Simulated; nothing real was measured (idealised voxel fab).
Process module in this document: voxel air gaps
Each square cell in cross-section cut measures 5 nm, and the section as a whole is 170 nm wide.
Each cross-section below is a grid of square cells, stated as bands in top-down order, with one or more rows of cells making up each band.
Each band's line starts with the height of the band's top and of its bottom, in nm. Then come its materials from left to right, each with its width in nm. One material with "edge to edge" fills the band from edge to edge. "blank" is empty space.
Height 0 is the level under which the wafer as received is all one material. The lowest band goes on downwards, as in "z 0 and below".
Width "30 to 40": first value at the band's top row of cells, second value at its bottom row, equal change from row to row.
Reading "no change" for a step: not a cell of the cross-section changed in it.
Entry "Sealed cavities" = empty spaces >= 8 cells with no open way to the top; each as width x height at distance, distance from left edge, all nm.
Note: text after step settings on the step line = simulator remark on that step.
What "overlay nm" on a step's line means: if the step has a mask, that mask lay this far to the right of its planned place, or, when the value is negative, to the left.

-- Below is the list of planned process steps
1,RECEIVE [material Si]
2,CONFORMAL_DEP [material SiO2] [thk nm 15]
3,CONFORMAL_DEP [material SiN] [thk nm 5]
4,DIRECTIONAL_DEP [material SiO2] [thk nm 40]
5,MASKED_ETCH [tone open] [mask id LINES] [width nm 25] [pitch nm 50] [etch materials SiO2] [depth nm 40] [overlay nm -5]
6,CONFORMAL_DEP [material TiN] [thk nm 5]
7,FILL_DEP [material W] [thk nm 5]
8,CMP [height nm 60]
9,EPI [material Ru] [thk nm 10]
10,SELECTIVE_ETCH [etch materials SiO2] [depth nm 50]
11,CONFORMAL_DEP [material SiCN] [thk nm 5]
The plan shows the overlay nm of step 5 as the first wafer had it; this setting differs between the wafers, which start out alike.

-- Cross-section: the first of several wafers in its as-received state, i.e. following step 1
    z 0 and below = Si edge to edge
    Sealed cavities: none

-- Every row in this table is a wafer at the end of the module, and it gives, for each of the materials, the cells that wafer has gained (+) or lost (-) since it was received, then its closed voids
overlay nm -5 | +54 Ru | +110 SiCN | +34 SiN | +102 SiO2 | +57 TiN | +63 W | Sealed cavities: 10 x 30 at 0; 15 x 30 at 45; 15 x 30 at 95
overlay nm 0 | +54 Ru | +110 SiCN | +34 SiN | +102 SiO2 | +57 TiN | +63 W | Sealed cavities: 15 x 30 at 50; 15 x 30 at 100
overlay nm 5 | +54 Ru | +110 SiCN | +34 SiN | +102 SiO2 | +57 TiN | +63 W | Sealed cavities: 15 x 30 at 55; 15 x 30 at 105
overlay nm 10 | +54 Ru | +110 SiCN | +34 SiN | +102 SiO2 | +57 TiN | +63 W | Sealed cavities: 15 x 30 at 60; 15 x 30 at 110; 10 x 30 at 160
